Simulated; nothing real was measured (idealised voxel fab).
You're looking at the process module voxel self aligned contacts.
We display cut, a cross-section 180 nm in width whose square cells are each 5 nm.
The cross-sections in this document take the form of a grid made of square cells. They are written out as bands, in order from top to bottom. Each band consists of one or more rows of cells.
For a band, the entry starts with two heights in nm, that of the top and then that of the bottom, and carries on with the band's materials in order from left to right, each alongside its width in nm; the word "all across" beside a single material means it fills the band edge to edge, and "empty" means empty space.
Heights are expressed relative to 0, this being the level below which the as-received wafer comprises one material exclusively. The lowest band is unbounded in the downward direction and is denoted as in "0..down".
The two numbers in a width such as "30->40" mark its ends across the band: the first belongs to the top row of cells, the second to the bottom row, and from each row to the next the width moves by the same amount.
Reading "no alterations made" for a step: not a cell of the cross-section changed in it.
"Encapsulated voids" - sealed voids, min. 8 cells, no opening to top; format: width x height at distance (distance from left edge; nm throughout).
Heads up: the bit after the settings on a step's line is the simulator's remark on that step.
When a step includes a mask, the "overlay nm" setting on its line states how far to the right of its planned place that mask lay, and negative values state how far to the left.
The process steps that were planned are listed below:
| 1 | RECEIVE with material Si |
| 2 | OXIDIZE with depth nm 5 |
| 3 | DIRECTIONAL_DEP with material polySi, thk nm 20 |
| 4 | DIRECTIONAL_DEP with material SiN, thk nm 20 |
| 5 | MASKED_ETCH with tone cover, mask id GATE, width nm 25, pitch nm 60, etch materials SiN, depth nm 20, overlay nm 0 |
| 6 | MASKED_ETCH with tone cover, mask id GATE, width nm 25, pitch nm 60, etch materials polySi, depth nm 20, overlay nm 0 |
| 7 | CONFORMAL_DEP with material SiN, thk nm 5 |
| 8 | DIRECTIONAL_ETCH with etch materials SiN, depth nm 5 |
| 9 | FILL_DEP with material SiO2, thk nm 15 |
| 10 | CMP with height nm 45 |
| 11 | PATTERN with tone open, mask id CONTACT, material resist, width nm 45, pitch nm 60, thk nm 15, overlay nm 0 |
| 12 | DIRECTIONAL_ETCH with etch materials SiO2, depth nm 50 |
| 13 | STRIP with etch materials resist |
| 14 | CONFORMAL_DEP with material TiN, thk nm 5 |
| 15 | FILL_DEP with material Ru, thk nm 10 |
| 16 | CMP with height nm 45 |
| 17 | CONFORMAL_DEP with material SiCN, thk nm 5 |
The first of the two wafers, which ran as planned:
Here's what the wafer looked like in cross-section when it arrived - that's after step 1:
0..down  Si all across
Encapsulated voids: none
The wafer in cross-section once step 2 is complete:
0..-5  SiO2 all across
Under the height -5 nothing was changed.
The wafer in cross-section once step 3 is complete:
20..0  polySi all across
Under the height 0 nothing was changed.
The wafer in cross-section once step 4 is complete:
40..20  SiN all across
Under the height 20 nothing was changed.
The wafer in cross-section once step 5 is complete:
40..20  15 nm empty | 25 nm SiN | 35 nm empty | 25 nm SiN | 35 nm empty | 25 nm SiN | 20 nm empty
Under the height 20 nothing was changed.
The wafer in cross-section once step 6 is complete:
40..20  15 nm empty | 25 nm SiN | 35 nm empty | 25 nm SiN | 35 nm empty | 25 nm SiN | 20 nm empty
20..0  15 nm empty | 25 nm polySi | 35 nm empty | 25 nm polySi | 35 nm empty | 25 nm polySi | 20 nm empty
Under the height 0 nothing was changed.
The wafer in cross-section once step 7 is complete:
45..20  10 nm empty | 35 nm SiN | 25 nm empty | 35 nm SiN | 25 nm empty | 35 nm SiN | 15 nm empty
20..5  10 nm empty | 5 nm SiN | 25 nm polySi | 5 nm SiN | 25 nm empty | 5 nm SiN | 25 nm polySi | 5 nm SiN | 25 nm empty | 5 nm SiN | 25 nm polySi | 5 nm SiN | 15 nm empty
5..0  15 nm SiN | 25 nm polySi | 35 nm SiN | 25 nm polySi | 35 nm SiN | 25 nm polySi | 20 nm SiN
Under the height 0 nothing was changed.
The wafer in cross-section once step 8 is complete:
40..20  10 nm empty | 35 nm SiN | 25 nm empty | 35 nm SiN | 25 nm empty | 35 nm SiN | 15 nm empty
20..0  10 nm empty | 5 nm SiN | 25 nm polySi | 5 nm SiN | 25 nm empty | 5 nm SiN | 25 nm polySi | 5 nm SiN | 25 nm empty | 5 nm SiN | 25 nm polySi | 5 nm SiN | 15 nm empty
Under the height 0 nothing was changed.
The wafer in cross-section once step 9 is complete:
55..40  SiO2 all across
40..20  10 nm SiO2 | 35 nm SiN | 25 nm SiO2 | 35 nm SiN | 25 nm SiO2 | 35 nm SiN | 15 nm SiO2
20..0  10 nm SiO2 | 5 nm SiN | 25 nm polySi | 5 nm SiN | 25 nm SiO2 | 5 nm SiN | 25 nm polySi | 5 nm SiN | 25 nm SiO2 | 5 nm SiN | 25 nm polySi | 5 nm SiN | 15 nm SiO2
Under the height 0 nothing was changed.
The wafer in cross-section once step 10 is complete:
45..40  SiO2 all across
Under the height 40 nothing was changed.
The wafer in cross-section once step 11 is complete:
60..45  35 nm resist | 45 nm empty | 15 nm resist | 45 nm empty | 40 nm resist
Under the height 45 nothing was changed.
The wafer in cross-section once step 12 is complete:
60..45  35 nm resist | 45 nm empty | 15 nm resist | 45 nm empty | 40 nm resist
45..40  35 nm SiO2 | 45 nm empty | 15 nm SiO2 | 45 nm empty | 40 nm SiO2
40..20  10 nm SiO2 | 35 nm SiN | 25 nm empty | 35 nm SiN | 25 nm empty | 35 nm SiN | 15 nm SiO2
20..0  10 nm SiO2 | 5 nm SiN | 25 nm polySi | 5 nm SiN | 25 nm empty | 5 nm SiN | 25 nm polySi | 5 nm SiN | 25 nm empty | 5 nm SiN | 25 nm polySi | 5 nm SiN | 15 nm SiO2
0..-5  45 nm SiO2 | 25 nm empty | 35 nm SiO2 | 25 nm empty | 50 nm SiO2
Under the height -5 nothing was changed.
The wafer in cross-section once step 13 is complete:
45..40  35 nm SiO2 | 45 nm empty | 15 nm SiO2 | 45 nm empty | 40 nm SiO2
Under the height 40 nothing was changed.
The wafer in cross-section once step 14 is complete:
50..45  40 nm TiN | 35 nm empty | 25 nm TiN | 35 nm empty | 45 nm TiN
45..40  35 nm SiO2 | 15 nm TiN | 15 nm empty | 15 nm TiN | 15 nm SiO2 | 15 nm TiN | 15 nm empty | 15 nm TiN | 40 nm SiO2
40..20  10 nm SiO2 | 35 nm SiN | 5 nm TiN | 15 nm empty | 5 nm TiN | 35 nm SiN | 5 nm TiN | 15 nm empty | 5 nm TiN | 35 nm SiN | 15 nm SiO2
20..0  10 nm SiO2 | 5 nm SiN | 25 nm polySi | 5 nm SiN | 5 nm TiN | 15 nm empty | 5 nm TiN | 5 nm SiN | 25 nm polySi | 5 nm SiN | 5 nm TiN | 15 nm empty | 5 nm TiN | 5 nm SiN | 25 nm polySi | 5 nm SiN | 15 nm SiO2
0..-5  45 nm SiO2 | 25 nm TiN | 35 nm SiO2 | 25 nm TiN | 50 nm SiO2
Under the height -5 nothing was changed.
The wafer in cross-section once step 15 is complete:
60..50  Ru all across
50..45  40 nm TiN | 35 nm Ru | 25 nm TiN | 35 nm Ru | 45 nm TiN
45..40  35 nm SiO2 | 15 nm TiN | 15 nm Ru | 15 nm TiN | 15 nm SiO2 | 15 nm TiN | 15 nm Ru | 15 nm TiN | 40 nm SiO2
40..20  10 nm SiO2 | 35 nm SiN | 5 nm TiN | 15 nm Ru | 5 nm TiN | 35 nm SiN | 5 nm TiN | 15 nm Ru | 5 nm TiN | 35 nm SiN | 15 nm SiO2
20..0  10 nm SiO2 | 5 nm SiN | 25 nm polySi | 5 nm SiN | 5 nm TiN | 15 nm Ru | 5 nm TiN | 5 nm SiN | 25 nm polySi | 5 nm SiN | 5 nm TiN | 15 nm Ru | 5 nm TiN | 5 nm SiN | 25 nm polySi | 5 nm SiN | 15 nm SiO2
Under the height 0 nothing was changed.
The wafer in cross-section once step 16 is complete:
45..40  35 nm SiO2 | 15 nm TiN | 15 nm Ru | 15 nm TiN | 15 nm SiO2 | 15 nm TiN | 15 nm Ru | 15 nm TiN | 40 nm SiO2
Under the height 40 nothing was changed.
The wafer in cross-section once step 17 is complete:
50..45  SiCN all across
Under the height 45 nothing was changed.
Wafer two of the pair: same origin, same plan, one error during the run; identical to wafer one up to and including step 10:
Cross-section of the second wafer corresponding to the planned conclusion of step 11:
60..45  40 nm resist | 40 nm empty | 20 nm resist | 40 nm empty | 40 nm resist
Under the height 45 nothing was changed.
Cross-section of the second wafer corresponding to the planned conclusion of step 12:
60..45  40 nm resist | 40 nm empty | 20 nm resist | 40 nm empty | 40 nm resist
45..40  40 nm SiO2 | 40 nm empty | 20 nm SiO2 | 40 nm empty | 40 nm SiO2
40..20  10 nm SiO2 | 35 nm SiN | 25 nm empty | 35 nm SiN | 25 nm empty | 35 nm SiN | 15 nm SiO2
20..0  10 nm SiO2 | 5 nm SiN | 25 nm polySi | 5 nm SiN | 25 nm empty | 5 nm SiN | 25 nm polySi | 5 nm SiN | 25 nm empty | 5 nm SiN | 25 nm polySi | 5 nm SiN | 15 nm SiO2
0..-5  45 nm SiO2 | 25 nm empty | 35 nm SiO2 | 25 nm empty | 50 nm SiO2
Under the height -5 nothing was changed.
Cross-section of the second wafer corresponding to the planned conclusion of step 13:
45..40  40 nm SiO2 | 40 nm empty | 20 nm SiO2 | 40 nm empty | 40 nm SiO2
Under the height 40 nothing was changed.
Cross-section of the second wafer corresponding to the planned conclusion of step 14:
50..45  45 nm TiN | 30 nm empty | 30 nm TiN | 30 nm empty | 45 nm TiN
45..40  40 nm SiO2 | 10 nm TiN | 15 nm empty | 15 nm TiN | 20 nm SiO2 | 10 nm TiN | 15 nm empty | 15 nm TiN | 40 nm SiO2
40..20  10 nm SiO2 | 35 nm SiN | 5 nm TiN | 15 nm empty | 5 nm TiN | 35 nm SiN | 5 nm TiN | 15 nm empty | 5 nm TiN | 35 nm SiN | 15 nm SiO2
20..0  10 nm SiO2 | 5 nm SiN | 25 nm polySi | 5 nm SiN | 5 nm TiN | 15 nm empty | 5 nm TiN | 5 nm SiN | 25 nm polySi | 5 nm SiN | 5 nm TiN | 15 nm empty | 5 nm TiN | 5 nm SiN | 25 nm polySi | 5 nm SiN | 15 nm SiO2
0..-5  45 nm SiO2 | 25 nm TiN | 35 nm SiO2 | 25 nm TiN | 50 nm SiO2
Under the height -5 nothing was changed.
Cross-section of the second wafer corresponding to the planned conclusion of step 15:
60..50  Ru all across
50..45  45 nm TiN | 30 nm Ru | 30 nm TiN | 30 nm Ru | 45 nm TiN
45..40  40 nm SiO2 | 10 nm TiN | 15 nm Ru | 15 nm TiN | 20 nm SiO2 | 10 nm TiN | 15 nm Ru | 15 nm TiN | 40 nm SiO2
40..20  10 nm SiO2 | 35 nm SiN | 5 nm TiN | 15 nm Ru | 5 nm TiN | 35 nm SiN | 5 nm TiN | 15 nm Ru | 5 nm TiN | 35 nm SiN | 15 nm SiO2
20..0  10 nm SiO2 | 5 nm SiN | 25 nm polySi | 5 nm SiN | 5 nm TiN | 15 nm Ru | 5 nm TiN | 5 nm SiN | 25 nm polySi | 5 nm SiN | 5 nm TiN | 15 nm Ru | 5 nm TiN | 5 nm SiN | 25 nm polySi | 5 nm SiN | 15 nm SiO2
Under the height 0 nothing was changed.
Cross-section of the second wafer corresponding to the planned conclusion of step 16:
45..40  40 nm SiO2 | 10 nm TiN | 15 nm Ru | 15 nm TiN | 20 nm SiO2 | 10 nm TiN | 15 nm Ru | 15 nm TiN | 40 nm SiO2
Under the height 40 nothing was changed.
Cross-section of the second wafer corresponding to the planned conclusion of step 17:
50..45  SiCN all across
Under the height 45 nothing was changed.
Where did the run depart from the plan? step 11 was not run as planned; what actually ran was PATTERN with tone open, mask id CONTACT, material resist, width nm 40, pitch nm 60, thk nm 15, overlay nm 0
The closing comparison, in cells, has the second wafer with more or fewer of some materials than the first: 2 more of SiO2; 2 fewer of TiN
